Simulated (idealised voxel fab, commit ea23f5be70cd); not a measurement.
Herein follows the process module entitled voxel wiring stack.
Cross-section cut spans 270 nm and uses square cells 5 nm in size.
Format of a cross-section: grid, square cells. Given as bands. Order: top down. Band: one or more rows of cells. Look at the band entry: it leads with the top's height and the bottom's height in nm. Then it lists the materials left to right, with a width in nm for each. The word "all across" on a single material says that material fills the band edge to edge. The word "empty" is empty space. Height 0 is the level under which the wafer as received is all one material. The lowest band goes on downwards, as in "0 and below". The expression "30..40" gives the width at the extremes of the band, the first number at its top row of cells and the second at its bottom row, with the width changing by equal amounts from each row to the next in between. Where a step carries "same as before", the cross-section came out of it unchanged, cell for cell. Look at "Sealed void inventory" for the closed voids: empty spaces with no open path to the top, sized 8 cells or up. Each is width x height at distance, distance from the left edge, all nm. What comes after the settings on a step's line is commentary from the simulator itself on that step. overlay nm: how far to the right of its planned place the mask lay on this masked step (negative: to the left).

Process steps foreseen in the plan:
- 1: RECEIVE,material Si
- 2: CONFORMAL_DEP,material SiO2,thk nm 15
- 3: CONFORMAL_DEP,material SiCN,thk nm 5
- 4: DIRECTIONAL_DEP,material SiO2,thk nm 25
- 5: MASKED_ETCH,tone open,mask id METAL_1,width nm 20,pitch nm 40,etch materials SiO2,depth nm 25,overlay nm 0
- 6: MASKED_ETCH,tone open,mask id METAL_1,width nm 20,pitch nm 40,etch materials SiCN,depth nm 5,overlay nm 0
- 7: CONFORMAL_DEP,material TiN,thk nm 5
- 8: FILL_DEP,material Cu,thk nm 5
- 9: CMP,height nm 45
- 10: EPI,material Ru,thk nm 5
- 11: FILL_DEP,material SiCN,thk nm 5
- 12: DIRECTIONAL_DEP,material lowk,thk nm 10
- 13: MASKED_ETCH,tone open,mask id PLUG_1,width nm 15,pitch nm 40,etch materials lowk,depth nm 10,overlay nm 0
- 14: MASKED_ETCH,tone open,mask id PLUG_1,width nm 15,pitch nm 40,etch materials SiCN,depth nm 5,overlay nm 0
- 15: CONFORMAL_DEP,material TiN,thk nm 5
- 16: FILL_DEP,material W,thk nm 10
- 17: CMP,height nm 65
- 18: DIRECTIONAL_DEP,material TiN,thk nm 5
- 19: DIRECTIONAL_DEP,material W,thk nm 25
- 20: MASKED_ETCH,tone cover,mask id METAL_2,width nm 20,pitch nm 40,etch materials W,depth nm 25,overlay nm 0
- 21: MASKED_ETCH,tone cover,mask id METAL_2,width nm 20,pitch nm 40,etch materials TiN,depth nm 5,overlay nm 0
- 22: CONFORMAL_DEP,material SiCN,thk nm 5
- 23: FILL_DEP,material lowk,thk nm 10
- 24: CMP,height nm 95
- 25: CONFORMAL_DEP,material SiCN,thk nm 5

The first of two wafers, run as planned:

as received, after step 1:
	0 and below | Si all across
	Sealed void inventory: none

The wafer in cross-section once step 2 is complete:
	15 down to 0 | SiO2 all across
	Everything under 0 stays put, no change at all.

The wafer in cross-section once step 3 is complete:
	20 down to 15 | SiCN all across
	Everything under 15 stays put, no change at all.

The wafer in cross-section once step 4 is complete:
	45 down to 20 | SiO2 all across
	Everything under 20 stays put, no change at all.

The wafer in cross-section once step 5 is complete:
	45 down to 20 | SiO2 105 | empty 20 | SiO2 20 | empty 20 | SiO2 105
	Everything under 20 stays put, no change at all.

The wafer in cross-section once step 6 is complete:
	45 down to 20 | SiO2 105 | empty 20 | SiO2 20 | empty 20 | SiO2 105
	20 down to 15 | SiCN 105 | empty 20 | SiCN 20 | empty 20 | SiCN 105
	Everything under 15 stays put, no change at all.

The wafer in cross-section once step 7 is complete:
	50 down to 45 | TiN 110 | empty 10 | TiN 30 | empty 10 | TiN 110
	45 down to 20 | SiO2 105 | TiN 5 | empty 10 | TiN 5 | SiO2 20 | TiN 5 | empty 10 | TiN 5 | SiO2 105
	20 down to 15 | SiCN 105 | TiN 20 | SiCN 20 | TiN 20 | SiCN 105
	Everything under 15 stays put, no change at all.

The wafer in cross-section once step 8 is complete:
	55 down to 50 | Cu all across
	50 down to 45 | TiN 110 | Cu 10 | TiN 30 | Cu 10 | TiN 110
	45 down to 20 | SiO2 105 | TiN 5 | Cu 10 | TiN 5 | SiO2 20 | TiN 5 | Cu 10 | TiN 5 | SiO2 105
	Everything under 20 stays put, no change at all.

The wafer in cross-section once step 9 is complete:
	45 down to 20 | SiO2 105 | TiN 5 | Cu 10 | TiN 5 | SiO2 20 | TiN 5 | Cu 10 | TiN 5 | SiO2 105
	Everything under 20 stays put, no change at all.

The wafer in cross-section once step 10 is complete:
	50 down to 45 | empty 100 | Ru 30 | empty 10 | Ru 30 | empty 100
	Everything under 45 stays put, no change at all.

The wafer in cross-section once step 11 is complete:
	55 down to 50 | SiCN all across
	50 down to 45 | SiCN 100 | Ru 30 | SiCN 10 | Ru 30 | SiCN 100
	Everything under 45 stays put, no change at all.

The wafer in cross-section once step 12 is complete:
	65 down to 55 | lowk all across
	Everything under 55 stays put, no change at all.

The wafer in cross-section once step 13 is complete:
	65 down to 55 | lowk 105 | empty 15 | lowk 25 | empty 15 | lowk 110
	Everything under 55 stays put, no change at all.

The wafer in cross-section once step 14 is complete:
	65 down to 55 | lowk 105 | empty 15 | lowk 25 | empty 15 | lowk 110
	55 down to 50 | SiCN 105 | empty 15 | SiCN 25 | empty 15 | SiCN 110
	Everything under 50 stays put, no change at all.

The wafer in cross-section once step 15 is complete:
	70 down to 65 | TiN 110 | empty 5 | TiN 35 | empty 5 | TiN 115
	65 down to 55 | lowk 105 | TiN 5 | empty 5 | TiN 5 | lowk 25 | TiN 5 | empty 5 | TiN 5 | lowk 110
	55 down to 50 | SiCN 105 | TiN 15 | SiCN 25 | TiN 15 | SiCN 110
	Everything under 50 stays put, no change at all.

The wafer in cross-section once step 16 is complete:
	80 down to 70 | W all across
	70 down to 65 | TiN 110 | W 5 | TiN 35 | W 5 | TiN 115
	65 down to 55 | lowk 105 | TiN 5 | W 5 | TiN 5 | lowk 25 | TiN 5 | W 5 | TiN 5 | lowk 110
	Everything under 55 stays put, no change at all.

The wafer in cross-section once step 17 is complete:
	65 down to 55 | lowk 105 | TiN 5 | W 5 | TiN 5 | lowk 25 | TiN 5 | W 5 | TiN 5 | lowk 110
	Everything under 55 stays put, no change at all.

The wafer in cross-section once step 18 is complete:
	70 down to 65 | TiN all across
	Everything under 65 stays put, no change at all.

The wafer in cross-section once step 19 is complete:
	95 down to 70 | W all across
	Everything under 70 stays put, no change at all.

The wafer in cross-section once step 20 is complete:
	95 down to 70 | empty 105 | W 20 | empty 20 | W 20 | empty 105
	Everything under 70 stays put, no change at all.

The wafer in cross-section once step 21 is complete:
	95 down to 70 | empty 105 | W 20 | empty 20 | W 20 | empty 105
	70 down to 65 | empty 105 | TiN 20 | empty 20 | TiN 20 | empty 105
	Everything under 65 stays put, no change at all.

The wafer in cross-section once step 22 is complete:
	100 down to 95 | empty 100 | SiCN 30 | empty 10 | SiCN 30 | empty 100
	95 down to 70 | empty 100 | SiCN 5 | W 20 | SiCN 5 | empty 10 | SiCN 5 | W 20 | SiCN 5 | empty 100
	70 down to 65 | SiCN 105 | TiN 20 | SiCN 20 | TiN 20 | SiCN 105
	Everything under 65 stays put, no change at all.

The wafer in cross-section once step 23 is complete:
	110 down to 100 | lowk all across
	100 down to 95 | lowk 100 | SiCN 30 | lowk 10 | SiCN 30 | lowk 100
	95 down to 70 | lowk 100 | SiCN 5 | W 20 | SiCN 5 | lowk 10 | SiCN 5 | W 20 | SiCN 5 | lowk 100
	Everything under 70 stays put, no change at all.

The wafer in cross-section once step 24 is complete:
	95 down to 70 | lowk 100 | SiCN 5 | W 20 | SiCN 5 | lowk 10 | SiCN 5 | W 20 | SiCN 5 | lowk 100
	Everything under 70 stays put, no change at all.

The wafer in cross-section once step 25 is complete:
	100 down to 95 | SiCN all across
	Everything under 95 stays put, no change at all.

It is to be noted that the second wafer proceeded from the same initial state and according to the same plan as the first, although one mistake was committed in its execution; through step 19, inclusive, the two wafers share an identical history:

Here is the second wafer in cross-section at the point where step 20 of the plan should have been done:
	95 down to 70 | empty 95 | W 20 | empty 20 | W 20 | empty 115
	Everything under 70 stays put, no change at all.

Here is the second wafer in cross-section at the point where step 21 of the plan should have been done:
	95 down to 70 | empty 95 | W 20 | empty 20 | W 20 | empty 115
	70 down to 65 | empty 95 | TiN 30 | empty 10 | TiN 30 | empty 105
	Everything under 65 stays put, no change at all.

Here is the second wafer in cross-section at the point where step 22 of the plan should have been done:
	100 down to 95 | empty 90 | SiCN 30 | empty 10 | SiCN 30 | empty 110
	95 down to 75 | empty 90 | SiCN 5 | W 20 | SiCN 5 | empty 10 | SiCN 5 | W 20 | SiCN 5 | empty 110
	75 down to 70 | empty 90 | SiCN 5 | W 20 | SiCN 20 | W 20 | SiCN 15 | empty 100
	70 down to 65 | SiCN 95 | TiN 30 | SiCN 10 | TiN 30 | SiCN 105
	Everything under 65 stays put, no change at all.

Here is the second wafer in cross-section at the point where step 23 of the plan should have been done:
	110 down to 100 | lowk all across
	100 down to 95 | lowk 90 | SiCN 30 | lowk 10 | SiCN 30 | lowk 110
	95 down to 75 | lowk 90 | SiCN 5 | W 20 | SiCN 5 | lowk 10 | SiCN 5 | W 20 | SiCN 5 | lowk 110
	75 down to 70 | lowk 90 | SiCN 5 | W 20 | SiCN 20 | W 20 | SiCN 15 | lowk 100
	Everything under 70 stays put, no change at all.

Here is the second wafer in cross-section at the point where step 24 of the plan should have been done:
	95 down to 75 | lowk 90 | SiCN 5 | W 20 | SiCN 5 | lowk 10 | SiCN 5 | W 20 | SiCN 5 | lowk 110
	Everything under 75 stays put, no change at all.

Here is the second wafer in cross-section at the point where step 25 of the plan should have been done:
	100 down to 95 | SiCN all across
	Everything under 95 stays put, no change at all.
Nonconformance to the process plan: for step 20, the planned setting was not used; the step was instead run as MASKED_ETCH,tone cover,mask id METAL_2,width nm 20,pitch nm 40,etch materials W,depth nm 25,overlay nm -10
Final cells, second wafer relative to first, materials higher or lower: +4 TiN | -4 lowk
